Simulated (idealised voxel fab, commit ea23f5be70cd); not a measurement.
Herein follows the process module entitled voxel wiring stack.
Cross-sectional view cut (width: 165 nm; square cell size: 5 nm).
A cross-section is written here as square cells arranged in a grid, and it is given in bands from the top down, each band taking up one or more rows of cells.
Within each band entry, the heights of the top and of the bottom of the band appear first, in that order and in nm; the materials of the band then follow from left to right, each with its corresponding width in nm. The designation "all across" on a single material indicates that it fills the band from edge to edge; the designation "air" indicates empty space.
Beneath 0, the wafer as received is one material, and that level is where height counting begins. The lowest band goes on downward without a bottom; it is written like "0..down".
The width entry "30->40" should be interpreted row by row: the top row of cells in the band takes the first number, the bottom row takes the second number, and the change between adjacent rows is uniform throughout.
Reading "changes: none" for a step: not a cell of the cross-section changed in it.
Basically, "Closed cavity list" tells you about the enclosed voids: empty spaces with no open way to the top, 8 cells or bigger, each written width x height at distance, where distance is from the left edge, all in nm.
Heads up: the bit after the settings on a step's line is the simulator's remark on that step.
overlay nm, on a step with a mask: how far to the right of its planned place the mask lay; to the left if negative

### Planned process steps
- 1: RECEIVE with material Si
- 2: CONFORMAL_DEP with material SiO2, thk nm 10
- 3: DIRECTIONAL_DEP with material TiN, thk nm 5
- 4: DIRECTIONAL_DEP with material W, thk nm 25
- 5: PATTERN with tone cover, mask id METAL_1, material resist, width nm 20, pitch nm 40, thk nm 15, overlay nm 0
- 6: DIRECTIONAL_ETCH with etch materials W, depth nm 25
- 7: DIRECTIONAL_ETCH with etch materials TiN, depth nm 5
- 8: STRIP with etch materials resist
- 9: CONFORMAL_DEP with material SiCN, thk nm 5
- 10: FILL_DEP with material lowk, thk nm 10
- 11: CMP with height nm 40
- 12: CONFORMAL_DEP with material SiCN, thk nm 5
- 13: DIRECTIONAL_DEP with material SiO2, thk nm 20
- 14: DIRECTIONAL_DEP with material aC, thk nm 10
- 15: PATTERN with tone open, mask id PLUG_1, material resist, width nm 15, pitch nm 40, thk nm 25, overlay nm 0
- 16: DIRECTIONAL_ETCH with etch materials aC, depth nm 10
- 17: STRIP with etch materials resist
- 18: DIRECTIONAL_ETCH with etch materials SiO2, depth nm 20
- 19: DIRECTIONAL_ETCH with etch materials SiCN, depth nm 5
- 20: STRIP with etch materials aC
- 21: CONFORMAL_DEP with material TiN, thk nm 5
- 22: FILL_DEP with material Cu, thk nm 10
- 23: CMP with height nm 65
- 24: DIRECTIONAL_DEP with material TiN, thk nm 5
- 25: DIRECTIONAL_DEP with material Ru, thk nm 15
- 26: PATTERN with tone cover, mask id METAL_2, material resist, width nm 20, pitch nm 40, thk nm 20, overlay nm 0
- 27: DIRECTIONAL_ETCH with etch materials Ru, depth nm 15
- 28: DIRECTIONAL_ETCH with etch materials TiN, depth nm 5
- 29: STRIP with etch materials resist
- 30: FILL_DEP with material lowk, thk nm 10
- 31: CMP with height nm 85
- 32: CONFORMAL_DEP with material SiCN, thk nm 5
- 33: DIRECTIONAL_DEP with material lowk, thk nm 20
- 34: PATTERN with tone open, mask id PLUG_2, material resist, width nm 15, pitch nm 40, thk nm 15, overlay nm 0
- 35: DIRECTIONAL_ETCH with etch materials lowk, depth nm 20
- 36: DIRECTIONAL_ETCH with etch materials SiCN, depth nm 5
- 37: STRIP with etch materials resist
- 38: EPI with material Ru, thk nm 10
- 39: EPI with material Ru, thk nm 10
- 40: EPI with material Ru, thk nm 5
- 41: DIRECTIONAL_DEP with material TiN, thk nm 5
- 42: DIRECTIONAL_DEP with material Ru, thk nm 15
- 43: DIRECTIONAL_DEP with material aC, thk nm 10
- 44: PATTERN with tone cover, mask id METAL_3, material resist, width nm 20, pitch nm 40, thk nm 25, overlay nm 0
- 45: DIRECTIONAL_ETCH with etch materials aC, depth nm 10
- 46: STRIP with etch materials resist
- 47: DIRECTIONAL_ETCH with etch materials Ru, depth nm 15
- 48: DIRECTIONAL_ETCH with etch materials TiN, depth nm 5
- 49: STRIP with etch materials aC
- 50: CONFORMAL_DEP with material SiN, thk nm 5
- 51: FILL_DEP with material SiO2, thk nm 10
- 52: CMP with height nm 130
- 53: CONFORMAL_DEP with material SiCN, thk nm 5
- 54: DIRECTIONAL_DEP with material lowk, thk nm 20
- 55: MASKED_ETCH with tone open, mask id PLUG_3, width nm 15, pitch nm 40, etch materials lowk, depth nm 20, overlay nm 0
- 56: MASKED_ETCH with tone open, mask id PLUG_3, width nm 15, pitch nm 40, etch materials SiCN, depth nm 5, overlay nm 0
- 57: EPI with material Ru, thk nm 10
- 58: EPI with material Ru, thk nm 10
- 59: EPI with material Ru, thk nm 5
- 60: DIRECTIONAL_DEP with material TiN, thk nm 5
- 61: DIRECTIONAL_DEP with material W, thk nm 15
- 62: MASKED_ETCH with tone cover, mask id METAL_4, width nm 20, pitch nm 40, etch materials W, depth nm 15, overlay nm 0
- 63: MASKED_ETCH with tone cover, mask id METAL_4, width nm 20, pitch nm 40, etch materials TiN, depth nm 5, overlay nm 0
- 64: FILL_DEP with material SiO2, thk nm 10
- 65: CMP with height nm 175
- 66: CONFORMAL_DEP with material SiCN, thk nm 5

### As-received state of the wafer in cross-section, equivalent to post-step 1
* 0..down = Si all across
* Closed cavity list: none

### Below is the wafer in cross-section after the module was completed. It began from the starting point shown above and followed the plan shown above, except that one mistake was made while running it
* 180..175 = SiCN all across
* 175..160 = 45 of SiO2; 5 of W; 35 of SiO2; 5 of W; 35 of SiO2; 5 of W; 35 of SiO2
* 160..155 = 45 of SiO2; 5 of TiN; 35 of SiO2; 5 of TiN; 35 of SiO2; 5 of TiN; 35 of SiO2
* 155..150 = 30 of lowk; 15 of SiO2; 25 of lowk; 15 of SiO2; 25 of lowk; 15 of SiO2; 40 of lowk
* 150..135 = 30 of lowk; 15 of W; 25 of lowk; 15 of W; 25 of lowk; 15 of W; 40 of lowk
* 135..130 = 30 of SiCN; 15 of TiN; 25 of SiCN; 15 of TiN; 25 of SiCN; 15 of TiN; 40 of SiCN
* 130..115 = 40 of SiO2; 5 of SiN; 5 of Ru; 5 of SiN; 25 of SiO2; 5 of SiN; 5 of Ru; 5 of SiN; 25 of SiO2; 5 of SiN; 5 of Ru; 5 of SiN; 30 of SiO2
* 115..110 = 35 of SiN; 5 of SiO2; 5 of SiN; 5 of TiN; 25 of SiN; 5 of SiO2; 5 of SiN; 5 of TiN; 25 of SiN; 5 of SiO2; 5 of SiN; 5 of TiN; 35 of SiN
* 110..105 = 30 of lowk; 15 of SiN; 25 of lowk; 15 of SiN; 25 of lowk; 15 of SiN; 40 of lowk
* 105..90 = 30 of lowk; 15 of Ru; 25 of lowk; 15 of Ru; 25 of lowk; 15 of Ru; 40 of lowk
* 90..85 = 30 of SiCN; 15 of TiN; 25 of SiCN; 15 of TiN; 25 of SiCN; 15 of TiN; 40 of SiCN
* 85..70 = 30 of Ru; 20 of lowk; 20 of Ru; 20 of lowk; 20 of Ru; 20 of lowk; 35 of Ru
* 70..65 = 30 of TiN; 20 of lowk; 20 of TiN; 20 of lowk; 20 of TiN; 20 of lowk; 35 of TiN
* 65..45 = 30 of SiO2; 5 of TiN; 5 of Cu; 5 of TiN; 25 of SiO2; 5 of TiN; 5 of Cu; 5 of TiN; 25 of SiO2; 5 of TiN; 5 of Cu; 5 of TiN; 40 of SiO2
* 45..40 = 30 of SiCN; 15 of TiN; 25 of SiCN; 15 of TiN; 25 of SiCN; 15 of TiN; 40 of SiCN
* 40..15 = 25 of lowk; 5 of SiCN; 20 of W; 5 of SiCN; 10 of lowk; 5 of SiCN; 20 of W; 5 of SiCN; 10 of lowk; 5 of SiCN; 20 of W; 5 of SiCN; 30 of lowk
* 15..10 = 30 of SiCN; 20 of TiN; 20 of SiCN; 20 of TiN; 20 of SiCN; 20 of TiN; 35 of SiCN
* 10..0 = SiO2 all across
* 0..down = Si all across
* Closed cavity list: none
The plan and the run diverged here: contrary to plan, step 26 was performed as PATTERN with tone open, mask id METAL_2, material resist, width nm 20, pitch nm 40, thk nm 20, overlay nm 0
